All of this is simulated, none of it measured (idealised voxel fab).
The process module that follows is named voxel wiring stack.
Cross-section cut: width 220 nm, square cells of 5 nm.
Heads up, the way a cross-section reads in here is a grid of square cells, handed over as bands from the top down, with every band being one or more rows of cells. Read a band's entry like this: the first values are the height of its top and the height of its bottom in nm, and what follows is the sequence of materials from left to right, each with its width in nm. Note that "blank" is empty space, and that a single material marked "throughout" reaches across the band from edge to edge. A quick word on heights: they are counted from 0, and under that level the wafer as it came to us is one material throughout. The lowest band is different from the rest in having no bottom; it simply continues downward, written as in "0..down". With a width like "30 to 40", each row of cells in the band differs from the next by the same amount, the top row carrying the first number and the bottom row the second. You'll sometimes find "stayed the same" written for a step, and that's the way of saying that nowhere in the cross-section did a cell change during that step. "Enclosed internal voids" enumerates empty spaces isolated from the top, with no open way to it, that contain at least 8 cells, giving each as width x height at distance from the left edge, all three in nm. If you see something after the settings on a step's line, that's the simulator's own remark about that step. overlay nm: on a step with a mask, how far right of its planned place the mask lay; negative means left.

-- So here's the lineup of process steps we planned
- 1: RECEIVE [material Si]
- 2: CONFORMAL_DEP [material SiO2] [thk nm 15]
- 3: DIRECTIONAL_DEP [material TiN] [thk nm 5]
- 4: DIRECTIONAL_DEP [material W] [thk nm 15]
- 5: DIRECTIONAL_DEP [material aC] [thk nm 10]
- 6: PATTERN [tone cover] [mask id METAL_1] [material resist] [width nm 25] [pitch nm 40] [thk nm 30] [overlay nm 0]
- 7: DIRECTIONAL_ETCH [etch materials aC] [depth nm 10]
- 8: STRIP [etch materials resist]
- 9: DIRECTIONAL_ETCH [etch materials W] [depth nm 15]
- 10: DIRECTIONAL_ETCH [etch materials TiN] [depth nm 5]
- 11: STRIP [etch materials aC]
- 12: CONFORMAL_DEP [material SiCN] [thk nm 5]
- 13: FILL_DEP [material SiO2] [thk nm 5]
- 14: CMP [height nm 35]
- 15: CONFORMAL_DEP [material SiCN] [thk nm 5]
- 16: DIRECTIONAL_DEP [material SiO2] [thk nm 30]
- 17: DIRECTIONAL_DEP [material aC] [thk nm 10]
- 18: PATTERN [tone open] [mask id METAL_2] [material resist] [width nm 15] [pitch nm 40] [thk nm 30] [overlay nm 0]
- 19: DIRECTIONAL_ETCH [etch materials aC] [depth nm 10]
- 20: STRIP [etch materials resist]
- 21: DIRECTIONAL_ETCH [etch materials SiO2] [depth nm 15]
- 22: STRIP [etch materials aC]
- 23: MASKED_ETCH [tone open] [mask id METAL_2_HOLES] [width nm 15] [pitch nm 40] [etch materials SiO2] [depth nm 15] [overlay nm 0]
- 24: MASKED_ETCH [tone open] [mask id METAL_2_HOLES] [width nm 15] [pitch nm 40] [etch materials SiCN] [depth nm 5] [overlay nm 0]
- 25: CONFORMAL_DEP [material TiN] [thk nm 5]
- 26: FILL_DEP [material Cu] [thk nm 10]
- 27: CMP [height nm 70]
- 28: CONFORMAL_DEP [material SiN] [thk nm 5]
Wafer-to-wafer difference: width nm, step 18. Common start. Plan = first wafer's value.

-- First of several wafers, received after step 1, in cross-section
* 0..down = Si throughout
* Enclosed internal voids: none

-- Shown in cross-section: the first of several wafers at the end of the module, after its last step, step 28
* 75..70 = SiN throughout
* 70..60 = 75 nm SiO2 / 5 nm TiN / 10 nm Cu / 5 nm TiN / 20 nm SiO2 / 5 nm TiN / 10 nm Cu / 5 nm TiN / 85 nm SiO2
* 60..55 = 75 nm SiO2 / 20 nm TiN / 20 nm SiO2 / 20 nm TiN / 85 nm SiO2
* 55..40 = 80 nm SiO2 / 10 nm TiN / 30 nm SiO2 / 10 nm TiN / 90 nm SiO2
* 40..35 = 80 nm SiCN / 10 nm TiN / 30 nm SiCN / 10 nm TiN / 90 nm SiCN
* 35..20 = 70 nm SiO2 / 5 nm SiCN / 25 nm W / 5 nm SiCN / 5 nm SiO2 / 5 nm SiCN / 25 nm W / 5 nm SiCN / 75 nm SiO2
* 20..15 = 75 nm SiCN / 25 nm TiN / 15 nm SiCN / 25 nm TiN / 80 nm SiCN
* 15..0 = SiO2 throughout
* 0..down = Si throughout
* Enclosed internal voids: none

-- Cross-sectional view of the final wafer of several at the module's end
* 75..70 = SiN throughout
* 70..60 = 75 nm SiO2 / 5 nm TiN / 15 nm Cu / 5 nm TiN / 15 nm SiO2 / 5 nm TiN / 15 nm Cu / 5 nm TiN / 80 nm SiO2
* 60..55 = 75 nm SiO2 / 5 nm TiN / 5 nm Cu / 15 nm TiN / 15 nm SiO2 / 5 nm TiN / 5 nm Cu / 15 nm TiN / 80 nm SiO2
* 55..40 = 75 nm SiO2 / 5 nm TiN / 5 nm Cu / 5 nm TiN / 25 nm SiO2 / 5 nm TiN / 5 nm Cu / 5 nm TiN / 90 nm SiO2
* 40..35 = 75 nm SiCN / 15 nm TiN / 25 nm SiCN / 15 nm TiN / 90 nm SiCN
* 35..20 = 70 nm SiO2 / 5 nm SiCN / 25 nm W / 5 nm SiCN / 5 nm SiO2 / 5 nm SiCN / 25 nm W / 5 nm SiCN / 75 nm SiO2
* 20..15 = 75 nm SiCN / 25 nm TiN / 15 nm SiCN / 25 nm TiN / 80 nm SiCN
* 15..0 = SiO2 throughout
* 0..down = Si throughout
* Enclosed internal voids: none

-- So in this table every wafer gets its own row, and what you see is where it stands at the end of the module: for each material, how many cells it picked up (+) or gave up (-) since we received it, and after that its closed voids
width nm 15, +8 Cu, +86 SiCN, +44 SiN, +450 SiO2, +42 TiN, +30 W, Enclosed internal voids: none
width nm 20, +12 Cu, +86 SiCN, +44 SiN, +444 SiO2, +44 TiN, +30 W, Enclosed internal voids: none
width nm 25, +20 Cu, +84 SiCN, +44 SiN, +438 SiO2, +44 TiN, +30 W, Enclosed internal voids: none
